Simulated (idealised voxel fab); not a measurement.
The process module presented herein is designated voxel wiring stack.
FYI the section here is cut, 245 nm wide, cells are 5 nm squares.
Each cross-section below is a grid of square cells, stated as bands in top-down order, with one or more rows of cells making up each band. Each band's line starts with the height of the band's top and of its bottom, in nm. Then come its materials from left to right, each with its width in nm. One material with "throughout" fills the band from edge to edge. "blank" is empty space. It should be noted that heights are counted from 0, beneath which the wafer as supplied is of one material throughout, and that the lowest band possesses no lower boundary but continues downward, as written in "0 and below". A width given as "30 to 40" starts at the first number in the band's top row and ends at the second number in its bottom row, shifting by an equal amount at every step from row to row. Given "no modification" for a step, no cell of the cross-section differs between before and after that step. Closed empty spaces (no open way to the top) of 8 cells or more are what "Closed void inventory" lists, each as width x height at distance from the left edge, nm for all three. Read whatever lies past the settings on a step's line as the simulator's own remark about the step. overlay nm: where the mask lay relative to plan, measured to the right, on steps with a mask; negatives go left.

LIST OF PLANNED PROCESS STEPS
1 RECEIVE [material Si]
2 CONFORMAL_DEP [material SiO2] [thk nm 10]
3 DIRECTIONAL_DEP [material TiN] [thk nm 5]
4 DIRECTIONAL_DEP [material Ru] [thk nm 15]
5 MASKED_ETCH [tone cover] [mask id METAL_1] [width nm 20] [pitch nm 50] [etch materials Ru] [depth nm 15] [overlay nm 0]
6 MASKED_ETCH [tone cover] [mask id METAL_1] [width nm 20] [pitch nm 50] [etch materials TiN] [depth nm 5] [overlay nm 0]
7 CONFORMAL_DEP [material SiN] [thk nm 5]
8 FILL_DEP [material SiO2] [thk nm 5]
9 CMP [height nm 30]
10 CONFORMAL_DEP [material SiCN] [thk nm 5]
11 DIRECTIONAL_DEP [material lowk] [thk nm 25]
12 DIRECTIONAL_DEP [material aC] [thk nm 10]
13 PATTERN [tone open] [mask id METAL_2_HOLES] [material resist] [width nm 15] [pitch nm 100] [thk nm 30] [overlay nm 0]
14 DIRECTIONAL_ETCH [etch materials aC] [depth nm 10]
15 STRIP [etch materials resist]
16 DIRECTIONAL_ETCH [etch materials lowk] [depth nm 25]
17 STRIP [etch materials aC]
18 PATTERN [tone open] [mask id METAL_2] [material resist] [width nm 20] [pitch nm 50] [thk nm 15] [overlay nm 0]
19 DIRECTIONAL_ETCH [etch materials lowk] [depth nm 15]
20 DIRECTIONAL_ETCH [etch materials SiCN] [depth nm 5]
21 STRIP [etch materials resist]
22 CONFORMAL_DEP [material TiN] [thk nm 5]
23 FILL_DEP [material Cu] [thk nm 10]
24 CMP [height nm 60]
25 CONFORMAL_DEP [material SiCN] [thk nm 5]

CROSS-SECTION OF THE WAFER AS IT CAME TO US, I.E., ALREADY THROUGH STEP 1
> 0 and below | Si throughout
> Closed void inventory: none

FIRST OF TWO WAFERS: CROSS-SECTION AT END OF MODULE, RUN PER PLAN
> 65 down to 60 | SiCN throughout
> 60 down to 50 | 35 lowk, 5 TiN, 10 Cu, 5 TiN, 30 lowk, 5 TiN, 10 Cu, 5 TiN, 30 lowk, 5 TiN, 10 Cu, 5 TiN, 30 lowk, 5 TiN, 10 Cu, 5 TiN, 40 lowk
> 50 down to 45 | 35 lowk, 5 TiN, 5 Cu, 10 TiN, 30 lowk, 20 TiN, 30 lowk, 5 TiN, 5 Cu, 10 TiN, 30 lowk, 20 TiN, 40 lowk
> 45 down to 35 | 35 lowk, 5 TiN, 5 Cu, 5 TiN, 85 lowk, 5 TiN, 5 Cu, 5 TiN, 95 lowk
> 35 down to 30 | 35 SiCN, 15 TiN, 85 SiCN, 15 TiN, 95 SiCN
> 30 down to 15 | 30 SiO2, 5 SiN, 20 Ru, 5 SiN, 20 SiO2, 5 SiN, 20 Ru, 5 SiN, 20 SiO2, 5 SiN, 20 Ru, 5 SiN, 20 SiO2, 5 SiN, 20 Ru, 5 SiN, 35 SiO2
> 15 down to 10 | 35 SiN, 20 TiN, 30 SiN, 20 TiN, 30 SiN, 20 TiN, 30 SiN, 20 TiN, 40 SiN
> 10 down to 0 | SiO2 throughout
> 0 and below | Si throughout
> Closed void inventory: none

NOW THE SECOND WAFER, CROSS-SECTIONED AT THE END OF THE MODULE. NOTHING DIFFERENT AT THE START, NOTHING DIFFERENT IN THE PLAN COMPARED WITH THE FIRST, JUST ONE MISTAKE WHEN IT WAS ACTUALLY RUN
> 65 down to 60 | SiCN throughout
> 60 down to 50 | 45 Cu, 5 TiN, 5 lowk, 5 TiN, 20 Cu, 5 TiN, 20 lowk, 5 TiN, 35 Cu, 5 TiN, 5 lowk, 5 TiN, 20 Cu, 5 TiN, 20 lowk, 5 TiN, 35 Cu
> 50 down to 45 | 40 TiN, 5 Cu, 5 TiN, 5 lowk, 30 TiN, 20 lowk, 35 TiN, 5 Cu, 5 TiN, 5 lowk, 30 TiN, 20 lowk, 40 TiN
> 45 down to 40 | 35 lowk, 5 TiN, 5 Cu, 5 TiN, 85 lowk, 5 TiN, 5 Cu, 5 TiN, 95 lowk
> 40 down to 35 | 35 lowk, 15 TiN, 85 lowk, 15 TiN, 95 lowk
> 35 down to 30 | SiCN throughout
> 30 down to 15 | 30 SiO2, 5 SiN, 20 Ru, 5 SiN, 20 SiO2, 5 SiN, 20 Ru, 5 SiN, 20 SiO2, 5 SiN, 20 Ru, 5 SiN, 20 SiO2, 5 SiN, 20 Ru, 5 SiN, 35 SiO2
> 15 down to 10 | 35 SiN, 20 TiN, 30 SiN, 20 TiN, 30 SiN, 20 TiN, 30 SiN, 20 TiN, 40 SiN
> 10 down to 0 | SiO2 throughout
> 0 and below | Si throughout
> Closed void inventory: none
Finding, execution versus plan: heads up, step 18 didn't go per plan, it actually ran as PATTERN [tone cover] [mask id METAL_2] [material resist] [width nm 20] [pitch nm 50] [thk nm 15] [overlay nm 0]
At the finish, the second wafer shows more or fewer cells for some materials than the first does: Cu +44 | SiCN +6 | TiN +19 | lowk -69
